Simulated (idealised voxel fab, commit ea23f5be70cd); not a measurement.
process module | voxel released beams
cross-section cut | 155 nm wide | cells 5 nm
A cross-section is a grid of square cells, given in bands from the top down. A band is one or more rows of cells.
Each band's line starts with the height of the band's top and of its bottom, in nm. Then come its materials from left to right, each with its width in nm. One material with "throughout" fills the band from edge to edge. "air" is empty space.
Height 0 is the level under which the wafer as received is all one material. The lowest band goes on downwards, as in "0 down".
A width such as "30 to 40" changes by the same amount from each row of cells to the next, from the band's top row to its bottom row.
"no change" after a step means that no cell of the cross-section changed.
closed voids: empty space of 8 cells or more with no open way to the top, each as width x height at its distance from the left edge, in nm
after a step's settings: what the simulator itself notes on the step
overlay nm, on a step with a mask: how far to the right of its planned place the mask lay; to the left if negative
plan
1 op RECEIVE | material Si
2 op CONFORMAL_DEP | material Al2O3 | thk nm 5
3 op DIRECTIONAL_DEP | material SiO2 | thk nm 5
4 op DIRECTIONAL_DEP | material aC | thk nm 10
5 op PATTERN | tone open | mask id ANCHOR | material resist | width nm 35 | thk nm 25 | overlay nm 0
6 op DIRECTIONAL_ETCH | etch materials aC | depth nm 10
7 op STRIP | etch materials resist
8 op DIRECTIONAL_ETCH | etch materials SiO2 | depth nm 15
9 op STRIP | etch materials aC
10 op CONFORMAL_DEP | material W | thk nm 10
11 op DIRECTIONAL_DEP | material aC | thk nm 15
12 op PATTERN | tone cover | mask id BEAM | material resist | width nm 100 | thk nm 35 | overlay nm 0
13 op DIRECTIONAL_ETCH | etch materials aC | depth nm 15
14 op STRIP | etch materials resist
15 op DIRECTIONAL_ETCH | etch materials W | depth nm 10
16 op STRIP | etch materials aC
17 op STRIP | etch materials SiO2
varied across the wafers: thk nm of step 3. The plan shows the first wafer's value. All wafers start alike
first wafer as received, after step 1
  0 down: Si throughout
  closed voids: none
each wafer at the end: cells of each material gained (+) or lost (-) since it was received, then its closed voids
thk nm 5 | +31 Al2O3 | +44 W | closed voids: none
thk nm 10 | +31 Al2O3 | +48 W | closed voids: none
thk nm 15 | +31 Al2O3 | +52 W | closed voids: none
thk nm 20 | +31 Al2O3 | closed voids: none
thk nm 25 | +31 Al2O3 | closed voids: none
thk nm 30 | +31 Al2O3 | closed voids: none
